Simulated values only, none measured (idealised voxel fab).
voxel transistor to metal: a process module
Xsec cut, 205 nm wide, square cell size 5 nm.
Notation: cross-section as square-cell grid; stated in bands, top first, going down; one or more cell rows per band.
This entry defines a band. It first specifies the height of the band's top and the height of its bottom in nm, and then specifies the band's materials from left to right, stating each material with its width in nm. The word "all across" identifies a single material that fills the band from edge to edge, while the word "blank" identifies empty space.
It should be noted that heights are counted from 0, beneath which the wafer as supplied is of one material throughout, and that the lowest band possesses no lower boundary but continues downward, as written in "0 and below".
The width entry "30->40" should be interpreted row by row: the top row of cells in the band takes the first number, the bottom row takes the second number, and the change between adjacent rows is uniform throughout.
Key: "nothing altered" - step with no changed cell in the cross-section.
In "Closed void list" the enclosed voids are listed, meaning empty spaces of 8 cells or larger without any opening to the top. The form is width x height at distance, distance from the left edge, units nm.
Text after the settings on a step's line: the simulator's own remark on that step.
overlay nm: on a step with a mask, how far right of its planned place the mask lay; negative means left.

Process steps (planned)
1: RECEIVE (material Si)
2: OXIDIZE (depth nm 5)
3: CONFORMAL_DEP (material SiN; thk nm 10)
4: PATTERN (tone cover; mask id ACTIVE; material resist; width nm 110; thk nm 15; overlay nm 0)
5: DIRECTIONAL_ETCH (etch materials SiN; depth nm 10)
6: DIRECTIONAL_ETCH (etch materials SiO2; depth nm 5)
7: DIRECTIONAL_ETCH (etch materials Si; depth nm 35)
8: STRIP (etch materials resist)
9: OXIDIZE (depth nm 5)
10: FILL_DEP (material SiO2; thk nm 15)
11: CMP (height nm 10)
12: SELECTIVE_ETCH (etch materials SiO2; depth nm 10)
13: STRIP (etch materials SiN)
14: SELECTIVE_ETCH (etch materials SiO2; depth nm 5)
15: OXIDIZE (depth nm 5)
16: DIRECTIONAL_DEP (material polySi; thk nm 25)
17: DIRECTIONAL_DEP (material SiCN; thk nm 15)
18: MASKED_ETCH (tone cover; mask id GATE; width nm 20; etch materials SiCN; depth nm 25; overlay nm 0)
19: MASKED_ETCH (tone cover; mask id GATE; width nm 20; etch materials polySi; depth nm 35; overlay nm 0)
20: CONFORMAL_DEP (material SiN; thk nm 5)
21: DIRECTIONAL_ETCH (etch materials SiN; depth nm 5)
22: DIRECTIONAL_ETCH (etch materials SiO2; depth nm 5)
23: DIRECTIONAL_ETCH (etch materials Si; depth nm 5)
24: EPI (material pSi; thk nm 10)
25: FILL_DEP (material SiO2; thk nm 10)
26: CMP (height nm 35)
27: DIRECTIONAL_DEP (material SiO2; thk nm 10)
28: DIRECTIONAL_DEP (material aC; thk nm 15)
29: PATTERN (tone open; mask id CONTACT; material resist; width nm 15; pitch nm 75; thk nm 30; overlay nm 0)
30: DIRECTIONAL_ETCH (etch materials aC; depth nm 15)
31: STRIP (etch materials resist)
32: DIRECTIONAL_ETCH (etch materials SiO2; depth nm 50)
33: STRIP (etch materials aC)
34: CONFORMAL_DEP (material TiN; thk nm 5)
35: FILL_DEP (material W; thk nm 5)
36: CMP (height nm 45)
37: DIRECTIONAL_DEP (material TiN; thk nm 5)
38: DIRECTIONAL_DEP (material W; thk nm 25)
39: PATTERN (tone cover; mask id METAL_1; material resist; width nm 15; pitch nm 75; thk nm 15; overlay nm 0)
40: DIRECTIONAL_ETCH (etch materials W; depth nm 25)
41: DIRECTIONAL_ETCH (etch materials TiN; depth nm 5)
42: STRIP (etch materials resist)
43: FILL_DEP (material lowk; thk nm 10)
44: CMP (height nm 75)
45: CONFORMAL_DEP (material SiCN; thk nm 5)
46: DIRECTIONAL_DEP (material lowk; thk nm 35)
47: MASKED_ETCH (tone open; mask id METAL_2; width nm 15; pitch nm 75; etch materials lowk; depth nm 20; overlay nm 0)
48: MASKED_ETCH (tone open; mask id METAL_2_HOLES; width nm 15; pitch nm 75; etch materials lowk; depth nm 15; overlay nm 0)
49: MASKED_ETCH (tone open; mask id METAL_2_HOLES; width nm 15; pitch nm 75; etch materials SiCN; depth nm 5; overlay nm 0)
50: CONFORMAL_DEP (material TiN; thk nm 5)
51: FILL_DEP (material Cu; thk nm 5)
52: CMP (height nm 115)
53: CONFORMAL_DEP (material SiN; thk nm 5)

The first wafer of two, processed as planned

Step 1 complete: cross-section of the wafer as received
0 and below  Si all across
Closed void list: none

Once step 2 is through, the wafer looks like this in cross-section
0 down to -5  SiO2 all across
Under -5: no change, same as before.

Once step 3 is through, the wafer looks like this in cross-section
10 down to 0  SiN all across
Under 0: no change, same as before.

Once step 4 is through, the wafer looks like this in cross-section
25 down to 10  blank 45 | resist 110 | blank 50
Under 10: no change, same as before.

Once step 5 is through, the wafer looks like this in cross-section
25 down to 10  blank 45 | resist 110 | blank 50
10 down to 0  blank 45 | SiN 110 | blank 50
Under 0: no change, same as before.

Once step 6 is through, the wafer looks like this in cross-section
25 down to 10  blank 45 | resist 110 | blank 50
10 down to 0  blank 45 | SiN 110 | blank 50
0 down to -5  blank 45 | SiO2 110 | blank 50
Under -5: no change, same as before.

Once step 7 is through, the wafer looks like this in cross-section
25 down to 10  blank 45 | resist 110 | blank 50
10 down to 0  blank 45 | SiN 110 | blank 50
0 down to -5  blank 45 | SiO2 110 | blank 50
-5 down to -40  blank 45 | Si 110 | blank 50
Under -40: no change, same as before.

Once step 8 is through, the wafer looks like this in cross-section
10 down to 0  blank 45 | SiN 110 | blank 50
Under 0: no change, same as before.

Once step 9 is through, the wafer looks like this in cross-section
10 down to 0  blank 45 | SiN 110 | blank 50
0 down to -5  blank 45 | SiO2 110 | blank 50
-5 down to -40  blank 45 | SiO2 5 | Si 100 | SiO2 5 | blank 50
-40 down to -45  SiO2 50 | Si 100 | SiO2 55
Under -45: no change, same as before.

Once step 10 is through, the wafer looks like this in cross-section
25 down to 10  SiO2 all across
10 down to 0  SiO2 45 | SiN 110 | SiO2 50
0 down to -5  SiO2 all across
-5 down to -45  SiO2 50 | Si 100 | SiO2 55
Under -45: no change, same as before.

Once step 11 is through, the wafer looks like this in cross-section
10 down to 0  SiO2 45 | SiN 110 | SiO2 50
Under 0: no change, same as before.

Once step 12 is through, the wafer looks like this in cross-section
10 down to 0  blank 45 | SiN 110 | blank 50
Under 0: no change, same as before.

Once step 13 is through, the wafer looks like this in cross-section
0 down to -5  SiO2 all across
Under -5: no change, same as before.

Once step 14 is through, the wafer looks like this in cross-section
-5 down to -45  SiO2 50 | Si 100 | SiO2 55
Under -45: no change, same as before.

Once step 15 is through, the wafer looks like this in cross-section
-5 down to -10  SiO2 all across
Under -10: no change, same as before.

Once step 16 is through, the wafer looks like this in cross-section
20 down to -5  polySi all across
Under -5: no change, same as before.

Once step 17 is through, the wafer looks like this in cross-section
35 down to 20  SiCN all across
Under 20: no change, same as before.

Once step 18 is through, the wafer looks like this in cross-section
35 down to 20  blank 90 | SiCN 20 | blank 95
Under 20: no change, same as before.

Once step 19 is through, the wafer looks like this in cross-section
35 down to 20  blank 90 | SiCN 20 | blank 95
20 down to -5  blank 90 | polySi 20 | blank 95
Under -5: no change, same as before.

Once step 20 is through, the wafer looks like this in cross-section
40 down to 35  blank 85 | SiN 30 | blank 90
35 down to 20  blank 85 | SiN 5 | SiCN 20 | SiN 5 | blank 90
20 down to 0  blank 85 | SiN 5 | polySi 20 | SiN 5 | blank 90
0 down to -5  SiN 90 | polySi 20 | SiN 95
Under -5: no change, same as before.

Once step 21 is through, the wafer looks like this in cross-section
35 down to 20  blank 85 | SiN 5 | SiCN 20 | SiN 5 | blank 90
20 down to -5  blank 85 | SiN 5 | polySi 20 | SiN 5 | blank 90
Under -5: no change, same as before.

Once step 22 is through, the wafer looks like this in cross-section
35 down to 20  blank 85 | SiN 5 | SiCN 20 | SiN 5 | blank 90
20 down to -5  blank 85 | SiN 5 | polySi 20 | SiN 5 | blank 90
-5 down to -10  blank 85 | SiO2 30 | blank 90
Under -10: no change, same as before.

Once step 23 is through, the wafer looks like this in cross-section
35 down to 20  blank 85 | SiN 5 | SiCN 20 | SiN 5 | blank 90
20 down to -5  blank 85 | SiN 5 | polySi 20 | SiN 5 | blank 90
-5 down to -10  blank 85 | SiO2 30 | blank 90
-10 down to -15  SiO2 50 | blank 35 | Si 30 | blank 35 | SiO2 55
Under -15: no change, same as before.

Once step 24 is through, the wafer looks like this in cross-section
35 down to 20  blank 85 | SiN 5 | SiCN 20 | SiN 5 | blank 90
20 down to 0  blank 85 | SiN 5 | polySi 20 | SiN 5 | blank 90
0 down to -5  blank 75 | pSi 10 | SiN 5 | polySi 20 | SiN 5 | pSi 10 | blank 80
-5 down to -10  blank 45 | pSi 40 | SiO2 30 | pSi 40 | blank 50
-10 down to -15  SiO2 50 | pSi 35 | Si 30 | pSi 35 | SiO2 55
Under -15: no change, same as before.

Once step 25 is through, the wafer looks like this in cross-section
45 down to 35  SiO2 all across
35 down to 20  SiO2 85 | SiN 5 | SiCN 20 | SiN 5 | SiO2 90
20 down to 0  SiO2 85 | SiN 5 | polySi 20 | SiN 5 | SiO2 90
0 down to -5  SiO2 75 | pSi 10 | SiN 5 | polySi 20 | SiN 5 | pSi 10 | SiO2 80
-5 down to -10  SiO2 45 | pSi 40 | SiO2 30 | pSi 40 | SiO2 50
Under -10: no change, same as before.

Once step 26 is through, the wafer looks like this in cross-section
35 down to 20  SiO2 85 | SiN 5 | SiCN 20 | SiN 5 | SiO2 90
Under 20: no change, same as before.

Once step 27 is through, the wafer looks like this in cross-section
45 down to 35  SiO2 all across
Under 35: no change, same as before.

Once step 28 is through, the wafer looks like this in cross-section
60 down to 45  aC all across
Under 45: no change, same as before.

Once step 29 is through, the wafer looks like this in cross-section
90 down to 60  resist 55 | blank 15 | resist 60 | blank 15 | resist 60
Under 60: no change, same as before.

Once step 30 is through, the wafer looks like this in cross-section
75 down to 60  resist 55 | blank 15 | resist 60 | blank 15 | resist 60
60 down to 45  aC 55 | blank 15 | aC 60 | blank 15 | aC 60
Under 45: no change, same as before.

Once step 31 is through, the wafer looks like this in cross-section
60 down to 45  aC 55 | blank 15 | aC 60 | blank 15 | aC 60
Under 45: no change, same as before.

Once step 32 is through, the wafer looks like this in cross-section
60 down to 45  aC 55 | blank 15 | aC 60 | blank 15 | aC 60
45 down to 35  SiO2 55 | blank 15 | SiO2 60 | blank 15 | SiO2 60
35 down to 20  SiO2 55 | blank 15 | SiO2 15 | SiN 5 | SiCN 20 | SiN 5 | SiO2 15 | blank 15 | SiO2 60
20 down to 0  SiO2 55 | blank 15 | SiO2 15 | SiN 5 | polySi 20 | SiN 5 | SiO2 15 | blank 15 | SiO2 60
0 down to -5  SiO2 55 | blank 15 | SiO2 5 | pSi 10 | SiN 5 | polySi 20 | SiN 5 | pSi 10 | SiO2 5 | blank 15 | SiO2 60
Under -5: no change, same as before.

Once step 33 is through, the wafer looks like this in cross-section
45 down to 35  SiO2 55 | blank 15 | SiO2 60 | blank 15 | SiO2 60
Under 35: no change, same as before.

Once step 34 is through, the wafer looks like this in cross-section
50 down to 45  TiN 60 | blank 5 | TiN 70 | blank 5 | TiN 65
45 down to 35  SiO2 55 | TiN 5 | blank 5 | TiN 5 | SiO2 60 | TiN 5 | blank 5 | TiN 5 | SiO2 60
35 down to 20  SiO2 55 | TiN 5 | blank 5 | TiN 5 | SiO2 15 | SiN 5 | SiCN 20 | SiN 5 | SiO2 15 | TiN 5 | blank 5 | TiN 5 | SiO2 60
20 down to 0  SiO2 55 | TiN 5 | blank 5 | TiN 5 | SiO2 15 | SiN 5 | polySi 20 | SiN 5 | SiO2 15 | TiN 5 | blank 5 | TiN 5 | SiO2 60
0 down to -5  SiO2 55 | TiN 15 | SiO2 5 | pSi 10 | SiN 5 | polySi 20 | SiN 5 | pSi 10 | SiO2 5 | TiN 15 | SiO2 60
Under -5: no change, same as before.

Once step 35 is through, the wafer looks like this in cross-section
55 down to 50  W all across
50 down to 45  TiN 60 | W 5 | TiN 70 | W 5 | TiN 65
45 down to 35  SiO2 55 | TiN 5 | W 5 | TiN 5 | SiO2 60 | TiN 5 | W 5 | TiN 5 | SiO2 60
35 down to 20  SiO2 55 | TiN 5 | W 5 | TiN 5 | SiO2 15 | SiN 5 | SiCN 20 | SiN 5 | SiO2 15 | TiN 5 | W 5 | TiN 5 | SiO2 60
20 down to 0  SiO2 55 | TiN 5 | W 5 | TiN 5 | SiO2 15 | SiN 5 | polySi 20 | SiN 5 | SiO2 15 | TiN 5 | W 5 | TiN 5 | SiO2 60
Under 0: no change, same as before.

Once step 36 is through, the wafer looks like this in cross-section
45 down to 35  SiO2 55 | TiN 5 | W 5 | TiN 5 | SiO2 60 | TiN 5 | W 5 | TiN 5 | SiO2 60
Under 35: no change, same as before.

Once step 37 is through, the wafer looks like this in cross-section
50 down to 45  TiN all across
Under 45: no change, same as before.

Once step 38 is through, the wafer looks like this in cross-section
75 down to 50  W all across
Under 50: no change, same as before.

Once step 39 is through, the wafer looks like this in cross-section
90 down to 75  blank 55 | resist 15 | blank 60 | resist 15 | blank 60
Under 75: no change, same as before.

Once step 40 is through, the wafer looks like this in cross-section
90 down to 75  blank 55 | resist 15 | blank 60 | resist 15 | blank 60
75 down to 50  blank 55 | W 15 | blank 60 | W 15 | blank 60
Under 50: no change, same as before.

Once step 41 is through, the wafer looks like this in cross-section
90 down to 75  blank 55 | resist 15 | blank 60 | resist 15 | blank 60
75 down to 50  blank 55 | W 15 | blank 60 | W 15 | blank 60
50 down to 45  blank 55 | TiN 15 | blank 60 | TiN 15 | blank 60
Under 45: no change, same as before.

Once step 42 is through, the wafer looks like this in cross-section
75 down to 50  blank 55 | W 15 | blank 60 | W 15 | blank 60
Under 50: no change, same as before.

Once step 43 is through, the wafer looks like this in cross-section
85 down to 75  lowk all across
75 down to 50  lowk 55 | W 15 | lowk 60 | W 15 | lowk 60
50 down to 45  lowk 55 | TiN 15 | lowk 60 | TiN 15 | lowk 60
Under 45: no change, same as before.

Once step 44 is through, the wafer looks like this in cross-section
75 down to 50  lowk 55 | W 15 | lowk 60 | W 15 | lowk 60
Under 50: no change, same as before.

Once step 45 is through, the wafer looks like this in cross-section
80 down to 75  SiCN all across
Under 75: no change, same as before.

Once step 46 is through, the wafer looks like this in cross-section
115 down to 80  lowk all across
Under 80: no change, same as before.

Once step 47 is through, the wafer looks like this in cross-section
115 down to 95  lowk 55 | blank 15 | lowk 60 | blank 15 | lowk 60
Under 95: no change, same as before.

Once step 48 is through, the wafer looks like this in cross-section
115 down to 80  lowk 55 | blank 15 | lowk 60 | blank 15 | lowk 60
Under 80: no change, same as before.

Once step 49 is through, the wafer looks like this in cross-section
115 down to 80  lowk 55 | blank 15 | lowk 60 | blank 15 | lowk 60
80 down to 75  SiCN 55 | blank 15 | SiCN 60 | blank 15 | SiCN 60
Under 75: no change, same as before.

Once step 50 is through, the wafer looks like this in cross-section
120 down to 115  TiN 60 | blank 5 | TiN 70 | blank 5 | TiN 65
115 down to 80  lowk 55 | TiN 5 | blank 5 | TiN 5 | lowk 60 | TiN 5 | blank 5 | TiN 5 | lowk 60
80 down to 75  SiCN 55 | TiN 15 | SiCN 60 | TiN 15 | SiCN 60
Under 75: no change, same as before.

Once step 51 is through, the wafer looks like this in cross-section
125 down to 120  Cu all across
120 down to 115  TiN 60 | Cu 5 | TiN 70 | Cu 5 | TiN 65
115 down to 80  lowk 55 | TiN 5 | Cu 5 | TiN 5 | lowk 60 | TiN 5 | Cu 5 | TiN 5 | lowk 60
Under 80: no change, same as before.

Once step 52 is through, the wafer looks like this in cross-section
115 down to 80  lowk 55 | TiN 5 | Cu 5 | TiN 5 | lowk 60 | TiN 5 | Cu 5 | TiN 5 | lowk 60
Under 80: no change, same as before.

Once step 53 is through, the wafer looks like this in cross-section
120 down to 115  SiN all across
Under 115: no change, same as before.

Notes, second wafer: start = first wafer's, plan = first wafer's, execution had one mistake; history identical to first through step 45

Cross-section of the second wafer at the time by which step 46 should have been completed according to the plan
115 down to 80  W all across
Under 80: no change, same as before.

Cross-section of the second wafer at the time by which step 47 should have been completed according to the plan: nothing altered

Cross-section of the second wafer at the time by which step 48 should have been completed according to the plan: nothing altered

Cross-section of the second wafer at the time by which step 49 should have been completed according to the plan: nothing altered

Cross-section of the second wafer at the time by which step 50 should have been completed according to the plan
120 down to 115  TiN all across
Under 115: no change, same as before.

Cross-section of the second wafer at the time by which step 51 should have been completed according to the plan
125 down to 120  Cu all across
Under 120: no change, same as before.

Cross-section of the second wafer at the time by which step 52 should have been completed according to the plan
115 down to 80  W all across
Under 80: no change, same as before.

Cross-section of the second wafer at the time by which step 53 should have been completed according to the plan
120 down to 115  SiN all across
Under 115: no change, same as before.
It is concluded that the wafer was processed incorrectly with respect to the plan, in that step 46 deviated from plan and actually ran as DIRECTIONAL_DEP (material W; thk nm 35)
Upon completion, the second wafer contains, in terms of cells, a greater or smaller amount of certain materials than the first wafer: 14 fewer of Cu; 6 more of SiCN; 34 fewer of TiN; 287 more of W; 245 fewer of lowk
